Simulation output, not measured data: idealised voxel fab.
Process module, titled voxel wiring stack
cross-section cut | 285 nm wide | cells 5 nm
When this document writes out a cross-section, it uses a grid of square cells and lists it as bands, beginning at the top and moving down, with a band standing for one or more rows of cells. What a band's entry tells you: where the top is and where the bottom is, as heights in nm, and after that what lies inside, material by material from left to right, each with its width in nm. Empty space is written as the word "air", and a single material marked with the word "full width" occupies the band from edge to edge. Counting heights begins at 0, where everything beneath is, in the wafer as received, one material. The lowest band has no bottom; it goes on downwards, as "0..down" shows. The expression "30 to 40" gives the width at the extremes of the band, the first number at its top row of cells and the second at its bottom row, with the width changing by equal amounts from each row to the next in between. What does "stayed the same" mean for a step? It means no cell of the cross-section changed in that step. "Closed empty spaces": empty spaces of 8 cells or more with no open way to the top, each given as width x height at distance, distance from the left edge, all in nm. after a step's settings: what the simulator itself notes on the step. overlay nm: mask offset rightward from planned place, masked step; negative means leftward offset.

-- Planned step list for the process
1: op RECEIVE | material Si
2: op CONFORMAL_DEP | material SiO2 | thk nm 15
3: op CONFORMAL_DEP | material SiCN | thk nm 5
4: op DIRECTIONAL_DEP | material SiO2 | thk nm 25
5: op PATTERN | tone open | mask id METAL_1 | material resist | width nm 25 | pitch nm 45 | thk nm 20 | overlay nm 0
6: op DIRECTIONAL_ETCH | etch materials SiO2 | depth nm 25
7: op DIRECTIONAL_ETCH | etch materials SiCN | depth nm 5
8: op STRIP | etch materials resist
9: op CONFORMAL_DEP | material TiN | thk nm 5
10: op FILL_DEP | material Cu | thk nm 10
11: op CMP | height nm 45
12: op CONFORMAL_DEP | material SiCN | thk nm 5
13: op DIRECTIONAL_DEP | material lowk | thk nm 35
14: op PATTERN | tone open | mask id METAL_2 | material resist | width nm 25 | pitch nm 45 | thk nm 15 | overlay nm 0
15: op DIRECTIONAL_ETCH | etch materials lowk | depth nm 20
16: op STRIP | etch materials resist
17: op MASKED_ETCH | tone open | mask id METAL_2_HOLES | width nm 15 | etch materials lowk | depth nm 15 | overlay nm 0
18: op MASKED_ETCH | tone open | mask id METAL_2_HOLES | width nm 15 | etch materials SiCN | depth nm 5 | overlay nm 0
19: op CONFORMAL_DEP | material TiN | thk nm 5
20: op FILL_DEP | material Ru | thk nm 10
21: op CMP | height nm 85
22: op CONFORMAL_DEP | material SiN | thk nm 5

-- So, the first of our two wafers, run just as we planned it

-- as received, after step 1
- 0..down = Si full width
- Closed empty spaces: none

-- Once step 2 is through, the wafer looks like this in cross-section
- 15..0 = SiO2 full width
- Everything under 0 stays put, no change at all.

-- Once step 3 is through, the wafer looks like this in cross-section
- 20..15 = SiCN full width
- Everything under 15 stays put, no change at all.

-- Once step 4 is through, the wafer looks like this in cross-section
- 45..20 = SiO2 full width
- Everything under 20 stays put, no change at all.

-- Once step 5 is through, the wafer looks like this in cross-section
- 65..45 = resist=105 / air=25 / resist=20 / air=25 / resist=110
- Everything under 45 stays put, no change at all.

-- Once step 6 is through, the wafer looks like this in cross-section
- 65..45 = resist=105 / air=25 / resist=20 / air=25 / resist=110
- 45..20 = SiO2=105 / air=25 / SiO2=20 / air=25 / SiO2=110
- Everything under 20 stays put, no change at all.

-- Once step 7 is through, the wafer looks like this in cross-section
- 65..45 = resist=105 / air=25 / resist=20 / air=25 / resist=110
- 45..20 = SiO2=105 / air=25 / SiO2=20 / air=25 / SiO2=110
- 20..15 = SiCN=105 / air=25 / SiCN=20 / air=25 / SiCN=110
- Everything under 15 stays put, no change at all.

-- Once step 8 is through, the wafer looks like this in cross-section
- 45..20 = SiO2=105 / air=25 / SiO2=20 / air=25 / SiO2=110
- Everything under 20 stays put, no change at all.

-- Once step 9 is through, the wafer looks like this in cross-section
- 50..45 = TiN=110 / air=15 / TiN=30 / air=15 / TiN=115
- 45..20 = SiO2=105 / TiN=5 / air=15 / TiN=5 / SiO2=20 / TiN=5 / air=15 / TiN=5 / SiO2=110
- 20..15 = SiCN=105 / TiN=25 / SiCN=20 / TiN=25 / SiCN=110
- Everything under 15 stays put, no change at all.

-- Once step 10 is through, the wafer looks like this in cross-section
- 60..50 = Cu full width
- 50..45 = TiN=110 / Cu=15 / TiN=30 / Cu=15 / TiN=115
- 45..20 = SiO2=105 / TiN=5 / Cu=15 / TiN=5 / SiO2=20 / TiN=5 / Cu=15 / TiN=5 / SiO2=110
- Everything under 20 stays put, no change at all.

-- Once step 11 is through, the wafer looks like this in cross-section
- 45..20 = SiO2=105 / TiN=5 / Cu=15 / TiN=5 / SiO2=20 / TiN=5 / Cu=15 / TiN=5 / SiO2=110
- Everything under 20 stays put, no change at all.

-- Once step 12 is through, the wafer looks like this in cross-section
- 50..45 = SiCN full width
- Everything under 45 stays put, no change at all.

-- Once step 13 is through, the wafer looks like this in cross-section
- 85..50 = lowk full width
- Everything under 50 stays put, no change at all.

-- Once step 14 is through, the wafer looks like this in cross-section
- 100..85 = resist=105 / air=25 / resist=20 / air=25 / resist=110
- Everything under 85 stays put, no change at all.

-- Once step 15 is through, the wafer looks like this in cross-section
- 100..85 = resist=105 / air=25 / resist=20 / air=25 / resist=110
- 85..65 = lowk=105 / air=25 / lowk=20 / air=25 / lowk=110
- Everything under 65 stays put, no change at all.

-- Once step 16 is through, the wafer looks like this in cross-section
- 85..65 = lowk=105 / air=25 / lowk=20 / air=25 / lowk=110
- Everything under 65 stays put, no change at all.

-- Once step 17 is through, the wafer looks like this in cross-section
- 85..65 = lowk=105 / air=25 / lowk=20 / air=25 / lowk=110
- 65..50 = lowk=105 / air=15 / lowk=165
- Everything under 50 stays put, no change at all.

-- Once step 18 is through, the wafer looks like this in cross-section
- 85..65 = lowk=105 / air=25 / lowk=20 / air=25 / lowk=110
- 65..50 = lowk=105 / air=15 / lowk=165
- 50..45 = SiCN=105 / air=15 / SiCN=165
- Everything under 45 stays put, no change at all.

-- Once step 19 is through, the wafer looks like this in cross-section
- 90..85 = TiN=110 / air=15 / TiN=30 / air=15 / TiN=115
- 85..70 = lowk=105 / TiN=5 / air=15 / TiN=5 / lowk=20 / TiN=5 / air=15 / TiN=5 / lowk=110
- 70..65 = lowk=105 / TiN=5 / air=5 / TiN=15 / lowk=20 / TiN=25 / lowk=110
- 65..50 = lowk=105 / TiN=5 / air=5 / TiN=5 / lowk=165
- 50..45 = SiCN=105 / TiN=15 / SiCN=165
- Everything under 45 stays put, no change at all.

-- Once step 20 is through, the wafer looks like this in cross-section
- 100..90 = Ru full width
- 90..85 = TiN=110 / Ru=15 / TiN=30 / Ru=15 / TiN=115
- 85..70 = lowk=105 / TiN=5 / Ru=15 / TiN=5 / lowk=20 / TiN=5 / Ru=15 / TiN=5 / lowk=110
- 70..65 = lowk=105 / TiN=5 / Ru=5 / TiN=15 / lowk=20 / TiN=25 / lowk=110
- 65..50 = lowk=105 / TiN=5 / Ru=5 / TiN=5 / lowk=165
- Everything under 50 stays put, no change at all.

-- Once step 21 is through, the wafer looks like this in cross-section
- 85..70 = lowk=105 / TiN=5 / Ru=15 / TiN=5 / lowk=20 / TiN=5 / Ru=15 / TiN=5 / lowk=110
- Everything under 70 stays put, no change at all.

-- Once step 22 is through, the wafer looks like this in cross-section
- 90..85 = SiN full width
- Everything under 85 stays put, no change at all.

-- It is to be noted that the second wafer proceeded from the same initial state and according to the same plan as the first, although one mistake was committed in its execution; through step 16, inclusive, the two wafers share an identical history

-- X-section, second wafer, when step 17 was due to finish
- 85..70 = lowk=100 / air=30 / lowk=20 / air=25 / lowk=110
- 70..65 = lowk=105 / air=25 / lowk=20 / air=25 / lowk=110
- 65..50 = lowk=105 / air=10 / lowk=170
- Everything under 50 stays put, no change at all.

-- X-section, second wafer, when step 18 was due to finish
- 85..70 = lowk=100 / air=30 / lowk=20 / air=25 / lowk=110
- 70..65 = lowk=105 / air=25 / lowk=20 / air=25 / lowk=110
- 65..50 = lowk=105 / air=10 / lowk=170
- 50..45 = SiCN=105 / air=10 / SiCN=170
- Everything under 45 stays put, no change at all.

-- X-section, second wafer, when step 19 was due to finish
- 90..85 = TiN=105 / air=20 / TiN=30 / air=15 / TiN=115
- 85..75 = lowk=100 / TiN=5 / air=20 / TiN=5 / lowk=20 / TiN=5 / air=15 / TiN=5 / lowk=110
- 75..70 = lowk=100 / TiN=10 / air=15 / TiN=5 / lowk=20 / TiN=5 / air=15 / TiN=5 / lowk=110
- 70..65 = lowk=105 / TiN=25 / lowk=20 / TiN=25 / lowk=110
- 65..50 = lowk=105 / TiN=10 / lowk=170
- 50..45 = SiCN=105 / TiN=10 / SiCN=170
- Everything under 45 stays put, no change at all.

-- X-section, second wafer, when step 20 was due to finish
- 100..90 = Ru full width
- 90..85 = TiN=105 / Ru=20 / TiN=30 / Ru=15 / TiN=115
- 85..75 = lowk=100 / TiN=5 / Ru=20 / TiN=5 / lowk=20 / TiN=5 / Ru=15 / TiN=5 / lowk=110
- 75..70 = lowk=100 / TiN=10 / Ru=15 / TiN=5 / lowk=20 / TiN=5 / Ru=15 / TiN=5 / lowk=110
- Everything under 70 stays put, no change at all.

-- X-section, second wafer, when step 21 was due to finish
- 85..75 = lowk=100 / TiN=5 / Ru=20 / TiN=5 / lowk=20 / TiN=5 / Ru=15 / TiN=5 / lowk=110
- Everything under 75 stays put, no change at all.

-- X-section, second wafer, when step 22 was due to finish
- 90..85 = SiN full width
- Everything under 85 stays put, no change at all.
What was done differently from what was planned? in deviation from the planned setting, step 17 was conducted as op MASKED_ETCH | tone open | mask id METAL_2_HOLES | width nm 15 | etch materials lowk | depth nm 15 | overlay nm -5
Cell-count delta at end, second wafer over first, by material: -2 Ru; +1 SiCN; +1 TiN
